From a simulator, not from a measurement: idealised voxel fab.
The process module presented herein is designated voxel plated lines.
Cross-section cut: width 245 nm, square cells of 5 nm.
Format of a cross-section: grid, square cells. Given as bands. Order: top down. Band: one or more rows of cells. Within each band entry, the heights of the top and of the bottom of the band appear first, in that order and in nm; the materials of the band then follow from left to right, each with its corresponding width in nm. The designation "everywhere" on a single material indicates that it fills the band from edge to edge; the designation "empty" indicates empty space. Counting heights begins at 0, where everything beneath is, in the wafer as received, one material. The lowest band has no bottom; it goes on downwards, as "top 0, no bottom" shows. It should be noted that a width expressed as "30->40" varies in equal increments from row to row of cells within the band, taking the value of the first number at the top row and that of the second number at the bottom row. A step reported as "stayed the same" is a step in which no cell of the cross-section changed. You'll see "Trapped voids" listing empty spaces that have no way open to the top, as long as they're 8 cells or more; the notation is width x height at distance, where the distance is from the left edge, and all of it is in nm. If you see something after the settings on a step's line, that's the simulator's own remark about that step. When a step includes a mask, the "overlay nm" setting on its line states how far to the right of its planned place that mask lay, and negative values state how far to the left.
Process steps foreseen in the plan
- 1: RECEIVE (material Si)
- 2: CONFORMAL_DEP (material SiN; thk nm 15)
- 3: DIRECTIONAL_DEP (material TiN; thk nm 5)
- 4: PATTERN (tone open; mask id LINES; material resist; width nm 20; pitch nm 45; thk nm 15; overlay nm 0)
- 5: EPI (material Ru; thk nm 10)
- 6: STRIP (etch materials resist)
- 7: DIRECTIONAL_ETCH (etch materials TiN; depth nm 5)
- 8: CONFORMAL_DEP (material SiO2; thk nm 5)
Shown in cross-section is the wafer as received, that is, as it stands after step 1
* top 0, no bottom = Si everywhere
* Trapped voids: none
As-planned run: cross-section of the first of two wafers at end of module
* top 35, bottom 30 = empty=40 | SiO2=30 | empty=15 | SiO2=30 | empty=15 | SiO2=30 | empty=15 | SiO2=30 | empty=40
* top 30, bottom 20 = empty=40 | SiO2=5 | Ru=20 | SiO2=5 | empty=15 | SiO2=5 | Ru=20 | SiO2=5 | empty=15 | SiO2=5 | Ru=20 | SiO2=5 | empty=15 | SiO2=5 | Ru=20 | SiO2=5 | empty=40
* top 20, bottom 15 = SiO2=45 | TiN=20 | SiO2=25 | TiN=20 | SiO2=25 | TiN=20 | SiO2=25 | TiN=20 | SiO2=45
* top 15, bottom 0 = SiN everywhere
* top 0, no bottom = Si everywhere
* Trapped voids: none
Wafer two, end of module, cross-section. Same start, same plan as wafer one. One mistake in the run
* top 30, bottom 25 = empty=40 | SiO2=30 | empty=15 | SiO2=30 | empty=15 | SiO2=30 | empty=15 | SiO2=30 | empty=40
* top 25, bottom 20 = SiO2=45 | Ru=20 | SiO2=25 | Ru=20 | SiO2=25 | Ru=20 | SiO2=25 | Ru=20 | SiO2=45
* top 20, bottom 15 = TiN everywhere
* top 15, bottom 0 = SiN everywhere
* top 0, no bottom = Si everywhere
* Trapped voids: none
Where did the run depart from the plan? step 7 ran as: DIRECTIONAL_ETCH (etch materials Ru; depth nm 5)
at the end the second wafer has, in cells: Ru: 16 fewer; SiO2: 16 fewer; TiN: 33 more
